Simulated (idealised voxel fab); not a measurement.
process module | voxel capacitor over wiring
cross-section cut | 280 nm wide | cells 5 nm
A cross-section is a grid of square cells, given in bands from the top down. A band is one or more rows of cells.
Each band's line starts with the height of the band's top and of its bottom, in nm. Then come its materials from left to right, each with its width in nm. One material with "throughout" fills the band from edge to edge. "air" is empty space.
Height 0 is the level under which the wafer as received is all one material. The lowest band goes on downwards, as in "0 down".
A width such as "30 to 40" changes by the same amount from each row of cells to the next, from the band's top row to its bottom row.
"no change" after a step means that no cell of the cross-section changed.
closed voids: empty space of 8 cells or more with no open way to the top, each as width x height at its distance from the left edge, in nm
after a step's settings: what the simulator itself notes on the step
overlay nm, on a step with a mask: how far to the right of its planned place the mask lay; to the left if negative
plan
1 op RECEIVE | material Si
2 op CONFORMAL_DEP | material SiO2 | thk nm 10
3 op CONFORMAL_DEP | material SiN | thk nm 5
4 op DIRECTIONAL_DEP | material SiO2 | thk nm 15
5 op PATTERN | tone open | mask id METAL_1 | material resist | width nm 20 | pitch nm 70 | thk nm 15 | overlay nm 0
6 op DIRECTIONAL_ETCH | etch materials SiO2 | depth nm 15
7 op DIRECTIONAL_ETCH | etch materials SiN | depth nm 5
8 op STRIP | etch materials resist
9 op CONFORMAL_DEP | material TiN | thk nm 5
10 op FILL_DEP | material W | thk nm 10
11 op CMP | height nm 30
12 op EPI | material Ru | thk nm 5
13 op FILL_DEP | material SiCN | thk nm 5
14 op DIRECTIONAL_DEP | material lowk | thk nm 10
15 op DIRECTIONAL_DEP | material aC | thk nm 15
16 op PATTERN | tone open | mask id PLUG_1 | material resist | width nm 15 | thk nm 35 | overlay nm 0
17 op DIRECTIONAL_ETCH | etch materials aC | depth nm 15
18 op STRIP | etch materials resist
19 op DIRECTIONAL_ETCH | etch materials lowk | depth nm 10
20 op DIRECTIONAL_ETCH | etch materials SiCN | depth nm 5
21 op STRIP | etch materials aC
22 op CONFORMAL_DEP | material TiN | thk nm 5
23 op FILL_DEP | material Ru | thk nm 10
24 op CMP | height nm 50
25 op DIRECTIONAL_DEP | material TiN | thk nm 5
26 op DIRECTIONAL_DEP | material HfO2 | thk nm 5
27 op DIRECTIONAL_DEP | material TiN | thk nm 5
28 op DIRECTIONAL_DEP | material aC | thk nm 10
29 op PATTERN | tone cover | mask id UPPER_PLATE | material resist | width nm 55 | thk nm 25 | overlay nm 0
30 op DIRECTIONAL_ETCH | etch materials aC | depth nm 10
31 op STRIP | etch materials resist
32 op DIRECTIONAL_ETCH | etch materials TiN | depth nm 5
33 op DIRECTIONAL_ETCH | etch materials HfO2 | depth nm 5
34 op STRIP | etch materials aC
35 op MASKED_ETCH | tone cover | mask id LOWER_PLATE | width nm 65 | etch materials TiN | depth nm 5 | overlay nm 0
36 op FILL_DEP | material SiO2 | thk nm 15
37 op CMP | height nm 75
38 op DIRECTIONAL_DEP | material aC | thk nm 15
39 op PATTERN | tone open | mask id PLUG_2 | material resist | width nm 15 | thk nm 30 | overlay nm 0
40 op DIRECTIONAL_ETCH | etch materials aC | depth nm 15
41 op STRIP | etch materials resist
42 op DIRECTIONAL_ETCH | etch materials SiO2 | depth nm 10
43 op STRIP | etch materials aC
44 op CONFORMAL_DEP | material TiN | thk nm 5
45 op FILL_DEP | material Cu | thk nm 10
46 op CMP | height nm 75
47 op CONFORMAL_DEP | material SiCN | thk nm 5
varied across the wafers: thk nm of step 9. The plan shows the first wafer's value. All wafers start alike
first wafer as received, after step 1
  0 down: Si throughout
  closed voids: none
each wafer at the end: cells of each material gained (+) or lost (-) since it was received, then its closed voids
thk nm 5 | +1 Cu | +11 HfO2 | +14 Ru | +153 SiCN | +48 SiN | +495 SiO2 | +56 TiN | +12 W | +106 lowk | closed voids: none
thk nm 10 | +1 Cu | +11 HfO2 | +14 Ru | +153 SiCN | +48 SiN | +495 SiO2 | +68 TiN | +106 lowk | closed voids: none
thk nm 15 | +1 Cu | +11 HfO2 | +14 Ru | +153 SiCN | +48 SiN | +495 SiO2 | +68 TiN | +106 lowk | closed voids: none
thk nm 20 | +1 Cu | +11 HfO2 | +14 Ru | +153 SiCN | +48 SiN | +495 SiO2 | +68 TiN | +106 lowk | closed voids: none
